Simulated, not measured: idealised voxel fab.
Module name: voxel ribs on slabs (process module)
It is cross-section cut that appears here, measuring 270 nm in width, its square cells being 5 nm in size.
Cross-section, as written here: a square-cell grid given band by band from the top down, where a band holds one or more rows of cells. Basically the band line says how high the top is and how high the bottom is, in nm, and then what's in it from left to right, every material with its width in nm. Empty space shows up as "blank", and if a single material carries "all across" it runs the full band edge to edge. Convention: height 0 is the level below which the wafer, as received, is all one material. The lowest band does not terminate at the bottom but continues downward, represented as "0 and below". Width: "30->40" (first number = top row, second number = bottom row, same change from row to row of cells). The cross-section has no changed cell in any step marked "no change". The list in "Closed void listing" covers empty spaces of 8 cells or more that cannot reach the top through any open way, and it gives each as width x height at distance; the distance is from the left edge, and width, height and distance are in nm. Note: text after step settings on the step line = simulator remark on that step. The line of a step may include "overlay nm". On a step with a mask, this value is how far to the right of its planned place the mask lay. A negative value means the mask lay to the left.
[This section lists the process steps that were planned]
1) RECEIVE: material Si
2) DIRECTIONAL_DEP: material SiO2, thk nm 25
3) DIRECTIONAL_DEP: material SiN, thk nm 20
4) DIRECTIONAL_DEP: material aC, thk nm 15
5) PATTERN: tone cover, mask id RIB, material resist, width nm 15, thk nm 35, overlay nm 0
6) DIRECTIONAL_ETCH: etch materials aC, depth nm 15
7) STRIP: etch materials resist
8) DIRECTIONAL_ETCH: etch materials SiN, depth nm 5
9) STRIP: etch materials aC
10) MASKED_ETCH: tone cover, mask id SLAB, width nm 55, etch materials SiN, depth nm 15, overlay nm 0
11) FILL_DEP: material SiO2, thk nm 15
12) CMP: height nm 55
13) DIRECTIONAL_DEP: material W, thk nm 10
14) PATTERN: tone cover, mask id HEATER, material resist, width nm 25, thk nm 15, overlay nm 0
15) DIRECTIONAL_ETCH: etch materials W, depth nm 10
16) STRIP: etch materials resist
17) CONFORMAL_DEP: material SiN, thk nm 5
[Wafer cross-section on receipt, i.e. after step 1]
> 0 and below: Si all across
> Closed void listing: none
[Post-module cross-section: identical start and plan to those above, one misstep in execution]
> 70 down to 65: blank (105)  SiN (35)  blank (130)
> 65 down to 60: blank (105)  SiN (5)  W (25)  SiN (5)  blank (130)
> 60 down to 55: SiN (110)  W (25)  SiN (135)
> 55 down to 45: SiO2 all across
> 45 down to 40: SiO2 (125)  SiN (15)  SiO2 (130)
> 40 down to 25: SiO2 (105)  SiN (55)  SiO2 (110)
> 25 down to 0: SiO2 all across
> 0 and below: Si all across
> Closed void listing: none
It is concluded that the wafer was processed incorrectly with respect to the plan, in that step 14 went in with a setting other than planned; the actual run was PATTERN: tone cover, mask id HEATER, material resist, width nm 25, thk nm 15, overlay nm -10
